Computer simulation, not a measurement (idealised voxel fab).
process module | voxel wiring stack
cross-section cut | 155 nm wide | cells 5 nm
A cross-section is a grid of square cells, given in bands from the top down. A band is one or more rows of cells.
Each band's line starts with the height of the band's top and of its bottom, in nm. Then come its materials from left to right, each with its width in nm. One material with "throughout" fills the band from edge to edge. "air" is empty space.
Height 0 is the level under which the wafer as received is all one material. The lowest band goes on downwards, as in "0 down".
A width such as "30 to 40" changes by the same amount from each row of cells to the next, from the band's top row to its bottom row.
"no change" after a step means that no cell of the cross-section changed.
closed voids: empty space of 8 cells or more with no open way to the top, each as width x height at its distance from the left edge, in nm
after a step's settings: what the simulator itself notes on the step
overlay nm, on a step with a mask: how far to the right of its planned place the mask lay; to the left if negative
plan
1 op RECEIVE | material Si
2 op CONFORMAL_DEP | material SiO2 | thk nm 10
3 op DIRECTIONAL_DEP | material TiN | thk nm 5
4 op DIRECTIONAL_DEP | material Ru | thk nm 25
5 op DIRECTIONAL_DEP | material aC | thk nm 15
6 op PATTERN | tone cover | mask id METAL_1 | material resist | width nm 20 | pitch nm 50 | thk nm 35 | overlay nm 0
7 op DIRECTIONAL_ETCH | etch materials aC | depth nm 15
8 op STRIP | etch materials resist
9 op DIRECTIONAL_ETCH | etch materials Ru | depth nm 25
10 op DIRECTIONAL_ETCH | etch materials TiN | depth nm 5
11 op STRIP | etch materials aC
12 op CONFORMAL_DEP | material SiCN | thk nm 5
13 op FILL_DEP | material SiO2 | thk nm 10
14 op CMP | height nm 40
15 op CONFORMAL_DEP | material SiCN | thk nm 5
16 op DIRECTIONAL_DEP | material SiO2 | thk nm 30
17 op MASKED_ETCH | tone open | mask id METAL_2 | width nm 20 | pitch nm 50 | etch materials SiO2 | depth nm 20 | overlay nm 0
18 op PATTERN | tone open | mask id METAL_2_HOLES | material resist | width nm 15 | pitch nm 100 | thk nm 20 | overlay nm 0
19 op DIRECTIONAL_ETCH | etch materials SiO2 | depth nm 10
20 op DIRECTIONAL_ETCH | etch materials SiCN | depth nm 5
21 op STRIP | etch materials resist
22 op CONFORMAL_DEP | material TiN | thk nm 5
23 op FILL_DEP | material Cu | thk nm 10
24 op CMP | height nm 75
25 op CONFORMAL_DEP | material SiCN | thk nm 5
first wafer, as planned
as received, after step 1
  0 down: Si throughout
  closed voids: none
after step 2
  10 to 0: SiO2 throughout
  below 0: unchanged
after step 3
  15 to 10: TiN throughout
  below 10: unchanged
after step 4
  40 to 15: Ru throughout
  below 15: unchanged
after step 5
  55 to 40: aC throughout
  below 40: unchanged
after step 6
  90 to 55: air 15 | resist 20 | air 30 | resist 20 | air 30 | resist 20 | air 20
  below 55: unchanged
after step 7
  75 to 55: air 15 | resist 20 | air 30 | resist 20 | air 30 | resist 20 | air 20
  55 to 40: air 15 | aC 20 | air 30 | aC 20 | air 30 | aC 20 | air 20
  below 40: unchanged
after step 8
  55 to 40: air 15 | aC 20 | air 30 | aC 20 | air 30 | aC 20 | air 20
  below 40: unchanged
after step 9
  55 to 40: air 15 | aC 20 | air 30 | aC 20 | air 30 | aC 20 | air 20
  40 to 15: air 15 | Ru 20 | air 30 | Ru 20 | air 30 | Ru 20 | air 20
  below 15: unchanged
after step 10
  55 to 40: air 15 | aC 20 | air 30 | aC 20 | air 30 | aC 20 | air 20
  40 to 15: air 15 | Ru 20 | air 30 | Ru 20 | air 30 | Ru 20 | air 20
  15 to 10: air 15 | TiN 20 | air 30 | TiN 20 | air 30 | TiN 20 | air 20
  below 10: unchanged
after step 11
  40 to 15: air 15 | Ru 20 | air 30 | Ru 20 | air 30 | Ru 20 | air 20
  below 15: unchanged
after step 12
  45 to 40: air 10 | SiCN 30 | air 20 | SiCN 30 | air 20 | SiCN 30 | air 15
  40 to 15: air 10 | SiCN 5 | Ru 20 | SiCN 5 | air 20 | SiCN 5 | Ru 20 | SiCN 5 | air 20 | SiCN 5 | Ru 20 | SiCN 5 | air 15
  15 to 10: SiCN 15 | TiN 20 | SiCN 30 | TiN 20 | SiCN 30 | TiN 20 | SiCN 20
  below 10: unchanged
after step 13
  55 to 45: SiO2 throughout
  45 to 40: SiO2 10 | SiCN 30 | SiO2 20 | SiCN 30 | SiO2 20 | SiCN 30 | SiO2 15
  40 to 15: SiO2 10 | SiCN 5 | Ru 20 | SiCN 5 | SiO2 20 | SiCN 5 | Ru 20 | SiCN 5 | SiO2 20 | SiCN 5 | Ru 20 | SiCN 5 | SiO2 15
  below 15: unchanged
after step 14
  40 to 15: SiO2 10 | SiCN 5 | Ru 20 | SiCN 5 | SiO2 20 | SiCN 5 | Ru 20 | SiCN 5 | SiO2 20 | SiCN 5 | Ru 20 | SiCN 5 | SiO2 15
  below 15: unchanged
after step 15
  45 to 40: SiCN throughout
  below 40: unchanged
after step 16
  75 to 45: SiO2 throughout
  below 45: unchanged
after step 17
  75 to 55: SiO2 15 | air 20 | SiO2 30 | air 20 | SiO2 30 | air 20 | SiO2 20
  below 55: unchanged
after step 18
  95 to 75: resist 15 | air 15 | resist 85 | air 15 | resist 25
  75 to 55: SiO2 15 | air 15 | resist 5 | SiO2 30 | resist 20 | SiO2 30 | air 15 | resist 5 | SiO2 20
  below 55: unchanged
after step 19
  95 to 75: resist 15 | air 15 | resist 85 | air 15 | resist 25
  75 to 55: SiO2 15 | air 15 | resist 5 | SiO2 30 | resist 20 | SiO2 30 | air 15 | resist 5 | SiO2 20
  55 to 45: SiO2 15 | air 15 | SiO2 85 | air 15 | SiO2 25
  below 45: unchanged
after step 20
  95 to 75: resist 15 | air 15 | resist 85 | air 15 | resist 25
  75 to 55: SiO2 15 | air 15 | resist 5 | SiO2 30 | resist 20 | SiO2 30 | air 15 | resist 5 | SiO2 20
  55 to 45: SiO2 15 | air 15 | SiO2 85 | air 15 | SiO2 25
  45 to 40: SiCN 15 | air 15 | SiCN 85 | air 15 | SiCN 25
  below 40: unchanged
after step 21
  75 to 55: SiO2 15 | air 20 | SiO2 30 | air 20 | SiO2 30 | air 20 | SiO2 20
  below 55: unchanged
after step 22
  80 to 75: TiN 20 | air 10 | TiN 40 | air 10 | TiN 40 | air 10 | TiN 25
  75 to 60: SiO2 15 | TiN 5 | air 10 | TiN 5 | SiO2 30 | TiN 5 | air 10 | TiN 5 | SiO2 30 | TiN 5 | air 10 | TiN 5 | SiO2 20
  60 to 55: SiO2 15 | TiN 5 | air 5 | TiN 10 | SiO2 30 | TiN 20 | SiO2 30 | TiN 5 | air 5 | TiN 10 | SiO2 20
  55 to 45: SiO2 15 | TiN 5 | air 5 | TiN 5 | SiO2 85 | TiN 5 | air 5 | TiN 5 | SiO2 25
  45 to 40: SiCN 15 | TiN 15 | SiCN 85 | TiN 15 | SiCN 25
  below 40: unchanged
after step 23
  90 to 80: Cu throughout
  80 to 75: TiN 20 | Cu 10 | TiN 40 | Cu 10 | TiN 40 | Cu 10 | TiN 25
  75 to 60: SiO2 15 | TiN 5 | Cu 10 | TiN 5 | SiO2 30 | TiN 5 | Cu 10 | TiN 5 | SiO2 30 | TiN 5 | Cu 10 | TiN 5 | SiO2 20
  60 to 55: SiO2 15 | TiN 5 | Cu 5 | TiN 10 | SiO2 30 | TiN 20 | SiO2 30 | TiN 5 | Cu 5 | TiN 10 | SiO2 20
  55 to 45: SiO2 15 | TiN 5 | Cu 5 | TiN 5 | SiO2 85 | TiN 5 | Cu 5 | TiN 5 | SiO2 25
  below 45: unchanged
after step 24
  75 to 60: SiO2 15 | TiN 5 | Cu 10 | TiN 5 | SiO2 30 | TiN 5 | Cu 10 | TiN 5 | SiO2 30 | TiN 5 | Cu 10 | TiN 5 | SiO2 20
  below 60: unchanged
after step 25
  80 to 75: SiCN throughout
  below 75: unchanged
second wafer: like start, like plan, one mistake. Through step 17 it matches the first wafer
when step 18 should have ended
  95 to 75: resist 25 | air 15 | resist 85 | air 15 | resist 15
  75 to 55: SiO2 15 | resist 10 | air 10 | SiO2 30 | resist 20 | SiO2 30 | resist 10 | air 10 | SiO2 20
  below 55: unchanged
when step 19 should have ended
  95 to 75: resist 25 | air 15 | resist 85 | air 15 | resist 15
  75 to 65: SiO2 15 | resist 10 | air 15 | SiO2 25 | resist 20 | SiO2 30 | resist 10 | air 15 | SiO2 15
  65 to 55: SiO2 15 | resist 10 | air 10 | SiO2 30 | resist 20 | SiO2 30 | resist 10 | air 10 | SiO2 20
  55 to 45: SiO2 25 | air 10 | SiO2 90 | air 10 | SiO2 20
  below 45: unchanged
when step 20 should have ended
  95 to 75: resist 25 | air 15 | resist 85 | air 15 | resist 15
  75 to 65: SiO2 15 | resist 10 | air 15 | SiO2 25 | resist 20 | SiO2 30 | resist 10 | air 15 | SiO2 15
  65 to 55: SiO2 15 | resist 10 | air 10 | SiO2 30 | resist 20 | SiO2 30 | resist 10 | air 10 | SiO2 20
  55 to 45: SiO2 25 | air 10 | SiO2 90 | air 10 | SiO2 20
  45 to 40: SiCN 25 | air 10 | SiCN 90 | air 10 | SiCN 20
  below 40: unchanged
when step 21 should have ended
  75 to 65: SiO2 15 | air 25 | SiO2 25 | air 20 | SiO2 30 | air 25 | SiO2 15
  65 to 55: SiO2 15 | air 20 | SiO2 30 | air 20 | SiO2 30 | air 20 | SiO2 20
  below 55: unchanged
when step 22 should have ended
  80 to 75: TiN 20 | air 15 | TiN 35 | air 10 | TiN 40 | air 15 | TiN 20
  75 to 65: SiO2 15 | TiN 5 | air 15 to 10 | TiN 5 to 10 | SiO2 25 | TiN 5 | air 10 | TiN 5 | SiO2 30 | TiN 5 | air 15 to 10 | TiN 5 to 10 | SiO2 15
  65 to 60: SiO2 15 | TiN 5 | air 10 | TiN 5 | SiO2 30 | TiN 5 | air 10 | TiN 5 | SiO2 30 | TiN 5 | air 10 | TiN 5 | SiO2 20
  60 to 55: SiO2 15 | TiN 20 | SiO2 30 | TiN 20 | SiO2 30 | TiN 20 | SiO2 20
  55 to 45: SiO2 25 | TiN 10 | SiO2 90 | TiN 10 | SiO2 20
  45 to 40: SiCN 25 | TiN 10 | SiCN 90 | TiN 10 | SiCN 20
  below 40: unchanged
when step 23 should have ended
  90 to 80: Cu throughout
  80 to 75: TiN 20 | Cu 15 | TiN 35 | Cu 10 | TiN 40 | Cu 15 | TiN 20
  75 to 65: SiO2 15 | TiN 5 | Cu 15 to 10 | TiN 5 to 10 | SiO2 25 | TiN 5 | Cu 10 | TiN 5 | SiO2 30 | TiN 5 | Cu 15 to 10 | TiN 5 to 10 | SiO2 15
  65 to 60: SiO2 15 | TiN 5 | Cu 10 | TiN 5 | SiO2 30 | TiN 5 | Cu 10 | TiN 5 | SiO2 30 | TiN 5 | Cu 10 | TiN 5 | SiO2 20
  below 60: unchanged
when step 24 should have ended
  75 to 65: SiO2 15 | TiN 5 | Cu 15 to 10 | TiN 5 to 10 | SiO2 25 | TiN 5 | Cu 10 | TiN 5 | SiO2 30 | TiN 5 | Cu 15 to 10 | TiN 5 to 10 | SiO2 15
  below 65: unchanged
when step 25 should have ended
  80 to 75: SiCN throughout
  below 75: unchanged
what went wrong: step 18 ran as: op PATTERN | tone open | mask id METAL_2_HOLES | material resist | width nm 15 | pitch nm 100 | thk nm 20 | overlay nm 10
at the end the second wafer has, in cells: 4 fewer of Cu | 2 more of SiCN | 2 more of TiN
